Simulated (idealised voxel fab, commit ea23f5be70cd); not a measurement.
process module | voxel tone inversion
cross-section cut | 240 nm wide | cells 5 nm
A cross-section is a grid of square cells, given in bands from the top down. A band is one or more rows of cells.
Each band's line starts with the height of the band's top and of its bottom, in nm. Then come its materials from left to right, each with its width in nm. One material with "throughout" fills the band from edge to edge. "air" is empty space.
Height 0 is the level under which the wafer as received is all one material. The lowest band goes on downwards, as in "0 down".
A width such as "30 to 40" changes by the same amount from each row of cells to the next, from the band's top row to its bottom row.
"no change" after a step means that no cell of the cross-section changed.
closed voids: empty space of 8 cells or more with no open way to the top, each as width x height at its distance from the left edge, in nm
after a step's settings: what the simulator itself notes on the step
overlay nm, on a step with a mask: how far to the right of its planned place the mask lay; to the left if negative
plan
1 op RECEIVE | material Si
2 op CONFORMAL_DEP | material SiN | thk nm 5
3 op DIRECTIONAL_DEP | material polySi | thk nm 20
4 op PATTERN | tone cover | mask id POSTS | material resist | width nm 15 | pitch nm 45 | thk nm 25 | overlay nm 0
5 op DIRECTIONAL_ETCH | etch materials polySi | depth nm 20
6 op STRIP | etch materials resist
7 op FILL_DEP | material lowk | thk nm 10
8 op CMP | height nm 25
9 op STRIP | etch materials polySi
10 op CONFORMAL_DEP | material TiN | thk nm 5
11 op FILL_DEP | material Cu | thk nm 10
12 op CMP | height nm 25
13 op CONFORMAL_DEP | material SiCN | thk nm 5
as received, after step 1
  0 down: Si throughout
  closed voids: none
first wafer at the end, as planned
  30 to 25: SiCN throughout
  25 to 10: lowk 45 | TiN 5 | Cu 5 | TiN 5 | lowk 30 | TiN 5 | Cu 5 | TiN 5 | lowk 30 | TiN 5 | Cu 5 | TiN 5 | lowk 30 | TiN 5 | Cu 5 | TiN 5 | lowk 45
  10 to 5: lowk 45 | TiN 15 | lowk 30 | TiN 15 | lowk 30 | TiN 15 | lowk 30 | TiN 15 | lowk 45
  5 to 0: SiN throughout
  0 down: Si throughout
  closed voids: none
second wafer at the end: like start, like plan, one mistake
  30 to 25: SiCN throughout
  25 to 10: Cu 40 | TiN 5 | lowk 15 | TiN 5 | Cu 20 | TiN 5 | lowk 15 | TiN 5 | Cu 20 | TiN 5 | lowk 15 | TiN 5 | Cu 20 | TiN 5 | lowk 15 | TiN 5 | Cu 40
  10 to 5: TiN 45 | lowk 15 | TiN 30 | lowk 15 | TiN 30 | lowk 15 | TiN 30 | lowk 15 | TiN 45
  5 to 0: SiN throughout
  0 down: Si throughout
  closed voids: none
what went wrong: step 4 ran as: op PATTERN | tone open | mask id POSTS | material resist | width nm 15 | pitch nm 45 | thk nm 25 | overlay nm 0
at the end the second wafer has, in cells: 72 more of Cu | 24 more of TiN | 96 fewer of lowk
